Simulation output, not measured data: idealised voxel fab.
process module | voxel self aligned contacts
cross-section cut | 215 nm wide | cells 5 nm
A cross-section is a grid of square cells, given in bands from the top down. A band is one or more rows of cells.
Each band's line starts with the height of the band's top and of its bottom, in nm. Then come its materials from left to right, each with its width in nm. One material with "throughout" fills the band from edge to edge. "air" is empty space.
Height 0 is the level under which the wafer as received is all one material. The lowest band goes on downwards, as in "0 down".
A width such as "30 to 40" changes by the same amount from each row of cells to the next, from the band's top row to its bottom row.
"no change" after a step means that no cell of the cross-section changed.
closed voids: empty space of 8 cells or more with no open way to the top, each as width x height at its distance from the left edge, in nm
after a step's settings: what the simulator itself notes on the step
overlay nm, on a step with a mask: how far to the right of its planned place the mask lay; to the left if negative
plan
1 op RECEIVE | material Si
2 op OXIDIZE | depth nm 5
3 op DIRECTIONAL_DEP | material polySi | thk nm 25
4 op DIRECTIONAL_DEP | material SiN | thk nm 20
5 op DIRECTIONAL_DEP | material aC | thk nm 10
6 op PATTERN | tone cover | mask id GATE | material resist | width nm 25 | pitch nm 50 | thk nm 30 | overlay nm -15
7 op DIRECTIONAL_ETCH | etch materials aC | depth nm 10
8 op STRIP | etch materials resist
9 op DIRECTIONAL_ETCH | etch materials SiN | depth nm 20
10 op DIRECTIONAL_ETCH | etch materials polySi | depth nm 25
11 op STRIP | etch materials aC
12 op CONFORMAL_DEP | material SiN | thk nm 5
13 op DIRECTIONAL_ETCH | etch materials SiN | depth nm 5
14 op FILL_DEP | material SiO2 | thk nm 10
15 op CMP | height nm 50
16 op MASKED_ETCH | tone open | mask id CONTACT | width nm 35 | etch materials SiO2 | depth nm 55 | overlay nm 0
17 op CONFORMAL_DEP | material TiN | thk nm 5
18 op FILL_DEP | material Ru | thk nm 5
19 op CMP | height nm 50
20 op CONFORMAL_DEP | material SiN | thk nm 5
varied across the wafers: overlay nm of step 6. The plan shows the first wafer's value. All wafers start alike
first wafer as received, after step 1
  0 down: Si throughout
  closed voids: none
first wafer at the end, after step 20
  55 to 50: SiN throughout
  50 to 45: SiO2 90 | TiN 35 | SiO2 90
  45 to 25: SiO2 50 | SiN 35 | SiO2 5 | TiN 10 | SiN 35 | SiO2 80
  25 to 0: SiO2 50 | SiN 5 | polySi 25 | SiN 5 | SiO2 5 | TiN 10 | SiN 5 | polySi 25 | SiN 5 | SiO2 80
  0 to -5: SiO2 90 | TiN 10 | SiO2 115
  -5 down: Si throughout
  closed voids: none
last wafer at the end
  55 to 50: SiN throughout
  50 to 45: SiO2 90 | TiN 35 | SiO2 90
  45 to 25: SiO2 80 | SiN 35 | TiN 10 | SiO2 5 | SiN 35 | SiO2 50
  25 to 0: SiO2 80 | SiN 5 | polySi 25 | SiN 5 | TiN 10 | SiO2 5 | SiN 5 | polySi 25 | SiN 5 | SiO2 50
  0 to -5: SiO2 115 | TiN 10 | SiO2 90
  -5 down: Si throughout
  closed voids: none
each wafer at the end: cells of each material gained (+) or lost (-) since it was received, then its closed voids
overlay nm -15 | -43 Si | +119 SiN | +320 SiO2 | +27 TiN | +50 polySi | closed voids: none
overlay nm -10 | +10 Ru | -43 Si | +119 SiN | +310 SiO2 | +27 TiN | +50 polySi | closed voids: none
overlay nm -5 | +10 Ru | -43 Si | +119 SiN | +310 SiO2 | +27 TiN | +50 polySi | closed voids: none
overlay nm 0 | +10 Ru | -43 Si | +119 SiN | +310 SiO2 | +27 TiN | +50 polySi | closed voids: none
overlay nm 5 | +10 Ru | -43 Si | +119 SiN | +310 SiO2 | +27 TiN | +50 polySi | closed voids: none
overlay nm 10 | +10 Ru | -43 Si | +119 SiN | +310 SiO2 | +27 TiN | +50 polySi | closed voids: none
overlay nm 15 | -43 Si | +119 SiN | +320 SiO2 | +27 TiN | +50 polySi | closed voids: none
